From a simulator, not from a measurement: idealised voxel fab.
Herein follows the process module entitled voxel self aligned vias.
175 nm wide, 5 nm square cells: that's cross-section cut.
This document writes a cross-section as a grid whose cells are square, and gives it as bands, listed from the top down; one or more rows of cells form a band. Top, bottom (nm), then materials left to right with widths (nm); lone material tagged "throughout" fills the whole band edge to edge; "air" = empty space. All heights in this document are referenced to 0, defined as the level beneath which the wafer, as received, consists entirely of one material. The lowest band is not bounded below; it extends indefinitely downward and is written in the form "top 0, no bottom". Note: "30..40" means the width goes from the first number (top row of the band) to the second number (bottom row) in equal steps per row of cells. Where the words "nothing altered" appear for a step, the cross-section shows no cell changed by that step; every cell remained as before. This entry, "Closed void catalog", enumerates those empty regions of no fewer than 8 cells that possess no open connection to the top. Each region is reported in the form width x height at distance, the distance being taken from the left edge, with all three quantities expressed in nm. Text after the settings on a step's line: the simulator's own remark on that step. Among the settings permitted on a step's line is "overlay nm"; applied to a step with a mask, it specifies the extent to which the mask lay to the right of its planned position, whereas a negative figure signifies a position to the left.
-- Listed below are the process steps as planned
1 RECEIVE, material Si
2 CONFORMAL_DEP, material SiO2, thk nm 10
3 CONFORMAL_DEP, material SiCN, thk nm 5
4 DIRECTIONAL_DEP, material SiO2, thk nm 20
5 DIRECTIONAL_DEP, material aC, thk nm 10
6 PATTERN, tone open, mask id LINES, material resist, width nm 20, pitch nm 50, thk nm 25, overlay nm 0
7 DIRECTIONAL_ETCH, etch materials aC, depth nm 10
8 STRIP, etch materials resist
9 DIRECTIONAL_ETCH, etch materials SiO2, depth nm 20
10 STRIP, etch materials aC
11 CONFORMAL_DEP, material TiN, thk nm 5
12 FILL_DEP, material W, thk nm 5
13 CMP, height nm 35
14 SELECTIVE_ETCH, etch materials W Ru TiN, depth nm 5
15 FILL_DEP, material SiN, thk nm 10
16 CMP, height nm 35
17 DIRECTIONAL_DEP, material SiO2, thk nm 15
18 MASKED_ETCH, tone open, mask id VIAS, width nm 30, pitch nm 100, etch materials SiO2, depth nm 15, overlay nm 0
19 MASKED_ETCH, tone open, mask id VIAS, width nm 30, pitch nm 100, etch materials SiN, depth nm 5, overlay nm 0
20 CONFORMAL_DEP, material TiN, thk nm 5
21 FILL_DEP, material Ru, thk nm 5
22 CMP, height nm 50
23 CONFORMAL_DEP, material SiCN, thk nm 5
-- Wafer at receipt (post step 1), cross-section
	top 0, no bottom | Si throughout
	Closed void catalog: none
-- End-of-module cross-section. Starting structure and process plan as above; one mistake made in running it
	top 55, bottom 50 | SiCN throughout
	top 50, bottom 35 | 20 nm SiO2, 5 nm TiN, 20 nm Ru, 5 nm TiN, 70 nm SiO2, 5 nm TiN, 20 nm Ru, 5 nm TiN, 25 nm SiO2
	top 35, bottom 30 | 20 nm SiO2, 30 nm TiN, 25 nm SiO2, 20 nm SiN, 25 nm SiO2, 30 nm TiN, 25 nm SiO2
	top 30, bottom 20 | 20 nm SiO2, 10 nm TiN, 10 nm W, 10 nm TiN, 25 nm SiO2, 5 nm TiN, 10 nm W, 5 nm TiN, 25 nm SiO2, 10 nm TiN, 10 nm W, 10 nm TiN, 25 nm SiO2
	top 20, bottom 15 | 25 nm SiO2, 20 nm TiN, 30 nm SiO2, 20 nm TiN, 30 nm SiO2, 20 nm TiN, 30 nm SiO2
	top 15, bottom 10 | SiCN throughout
	top 10, bottom 0 | SiO2 throughout
	top 0, no bottom | Si throughout
	Closed void catalog: none
It is concluded that the wafer was processed incorrectly with respect to the plan, in that it should be noted that step 18 of the plan was executed twice
